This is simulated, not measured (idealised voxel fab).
process module | voxel transistor to metal
cross-section cut | 145 nm wide | cells 5 nm
A cross-section is a grid of square cells, given in bands from the top down. A band is one or more rows of cells.
Each band's line starts with the height of the band's top and of its bottom, in nm. Then come its materials from left to right, each with its width in nm. One material with "throughout" fills the band from edge to edge. "air" is empty space.
Height 0 is the level under which the wafer as received is all one material. The lowest band goes on downwards, as in "0 down".
A width such as "30 to 40" changes by the same amount from each row of cells to the next, from the band's top row to its bottom row.
"no change" after a step means that no cell of the cross-section changed.
closed voids: empty space of 8 cells or more with no open way to the top, each as width x height at its distance from the left edge, in nm
after a step's settings: what the simulator itself notes on the step
overlay nm, on a step with a mask: how far to the right of its planned place the mask lay; to the left if negative
plan
1 op RECEIVE | material Si
2 op OXIDIZE | depth nm 5
3 op CONFORMAL_DEP | material SiN | thk nm 10
4 op MASKED_ETCH | tone cover | mask id ACTIVE | width nm 95 | etch materials SiN | depth nm 10 | overlay nm 0
5 op MASKED_ETCH | tone cover | mask id ACTIVE | width nm 95 | etch materials SiO2 | depth nm 5 | overlay nm 0
6 op MASKED_ETCH | tone cover | mask id ACTIVE | width nm 95 | etch materials Si | depth nm 20 | overlay nm 0
7 op FILL_DEP | material SiO2 | thk nm 10
8 op CMP | height nm 10
9 op SELECTIVE_ETCH | etch materials SiO2 | depth nm 5
10 op STRIP | etch materials SiN
11 op SELECTIVE_ETCH | etch materials SiO2 | depth nm 5
12 op OXIDIZE | depth nm 5
13 op DIRECTIONAL_DEP | material polySi | thk nm 25
14 op DIRECTIONAL_DEP | material SiCN | thk nm 10
15 op MASKED_ETCH | tone cover | mask id GATE | width nm 25 | etch materials SiCN | depth nm 20 | overlay nm 0
16 op MASKED_ETCH | tone cover | mask id GATE | width nm 25 | etch materials polySi | depth nm 35 | overlay nm 0
17 op CONFORMAL_DEP | material SiN | thk nm 10
18 op DIRECTIONAL_ETCH | etch materials SiN | depth nm 10
19 op DIRECTIONAL_ETCH | etch materials SiO2 | depth nm 5
20 op DIRECTIONAL_ETCH | etch materials Si | depth nm 15
21 op EPI | material SiGe | thk nm 20
22 op FILL_DEP | material SiO2 | thk nm 10
23 op CMP | height nm 30
24 op DIRECTIONAL_DEP | material SiO2 | thk nm 15
25 op DIRECTIONAL_DEP | material aC | thk nm 15
26 op PATTERN | tone open | mask id CONTACT | material resist | width nm 25 | pitch nm 60 | thk nm 30 | overlay nm 0
27 op DIRECTIONAL_ETCH | etch materials aC | depth nm 15
28 op STRIP | etch materials resist
29 op DIRECTIONAL_ETCH | etch materials SiO2 | depth nm 35
30 op STRIP | etch materials aC
31 op CONFORMAL_DEP | material TiN | thk nm 5
32 op FILL_DEP | material Ru | thk nm 5
33 op CMP | height nm 45
34 op CONFORMAL_DEP | material SiN | thk nm 5
35 op DIRECTIONAL_DEP | material SiO2 | thk nm 20
36 op PATTERN | tone open | mask id METAL_1 | material resist | width nm 15 | pitch nm 70 | thk nm 15 | overlay nm 0
37 op DIRECTIONAL_ETCH | etch materials SiO2 | depth nm 20
38 op DIRECTIONAL_ETCH | etch materials SiN | depth nm 5
39 op STRIP | etch materials resist
40 op CONFORMAL_DEP | material TiN | thk nm 5
41 op FILL_DEP | material W | thk nm 5
42 op CMP | height nm 70
43 op CONFORMAL_DEP | material SiCN | thk nm 5
as received, after step 1
  0 down: Si throughout
  closed voids: none
first wafer at the end, as planned
  75 to 70: SiCN throughout
  70 to 50: SiO2 30 | TiN 5 | W 5 | TiN 5 | SiO2 55 | TiN 5 | W 5 | TiN 5 | SiO2 30
  50 to 45: SiN 30 | TiN 15 | SiN 55 | TiN 15 | SiN 30
  45 to 35: SiO2 30 | TiN 5 | Ru 15 | TiN 5 | SiO2 35 | TiN 5 | Ru 15 | TiN 5 | SiO2 30
  35 to 30: SiO2 30 | TiN 5 | Ru 10 | TiN 10 | SiO2 35 | TiN 10 | Ru 10 | TiN 5 | SiO2 30
  30 to 20: SiO2 30 | TiN 5 | Ru 10 | TiN 5 | SiN 10 | SiCN 25 | SiN 10 | TiN 5 | Ru 10 | TiN 5 | SiO2 30
  20 to 15: SiO2 30 | TiN 5 | Ru 10 | TiN 5 | SiN 10 | polySi 25 | SiN 10 | TiN 5 | Ru 10 | TiN 5 | SiO2 30
  15 to 10: SiO2 30 | TiN 20 | SiN 10 | polySi 25 | SiN 10 | TiN 20 | SiO2 30
  10 to 0: SiO2 20 | SiGe 30 | SiN 10 | polySi 25 | SiN 10 | SiGe 30 | SiO2 20
  0 to -5: SiO2 20 | SiN 10 | SiGe 20 | SiN 10 | polySi 25 | SiN 10 | SiGe 20 | SiN 10 | SiO2 20
  -5 to -10: SiO2 30 | SiGe 20 | SiO2 45 | SiGe 20 | SiO2 30
  -10 to -25: SiO2 25 | Si 5 | SiGe 20 | Si 45 | SiGe 20 | Si 5 | SiO2 25
  -25 down: Si throughout
  closed voids: none
second wafer at the end: like start, like plan, one mistake
  75 to 70: SiCN throughout
  70 to 65: SiN 30 | TiN 15 | SiN 55 | TiN 15 | SiN 30
  65 to 45: SiN throughout
  45 to 35: SiO2 30 | TiN 5 | Ru 15 | TiN 5 | SiO2 35 | TiN 5 | Ru 15 | TiN 5 | SiO2 30
  35 to 30: SiO2 30 | TiN 5 | Ru 10 | TiN 10 | SiO2 35 | TiN 10 | Ru 10 | TiN 5 | SiO2 30
  30 to 20: SiO2 30 | TiN 5 | Ru 10 | TiN 5 | SiN 10 | SiCN 25 | SiN 10 | TiN 5 | Ru 10 | TiN 5 | SiO2 30
  20 to 15: SiO2 30 | TiN 5 | Ru 10 | TiN 5 | SiN 10 | polySi 25 | SiN 10 | TiN 5 | Ru 10 | TiN 5 | SiO2 30
  15 to 10: SiO2 30 | TiN 20 | SiN 10 | polySi 25 | SiN 10 | TiN 20 | SiO2 30
  10 to 0: SiO2 20 | SiGe 30 | SiN 10 | polySi 25 | SiN 10 | SiGe 30 | SiO2 20
  0 to -5: SiO2 20 | SiN 10 | SiGe 20 | SiN 10 | polySi 25 | SiN 10 | SiGe 20 | SiN 10 | SiO2 20
  -5 to -10: SiO2 30 | SiGe 20 | SiO2 45 | SiGe 20 | SiO2 30
  -10 to -25: SiO2 25 | Si 5 | SiGe 20 | Si 45 | SiGe 20 | Si 5 | SiO2 25
  -25 down: Si throughout
  closed voids: none
what went wrong: step 35 ran as: op DIRECTIONAL_DEP | material SiN | thk nm 20
at the end the second wafer has, in cells: 116 more of SiN | 92 fewer of SiO2 | 16 fewer of TiN | 8 fewer of W
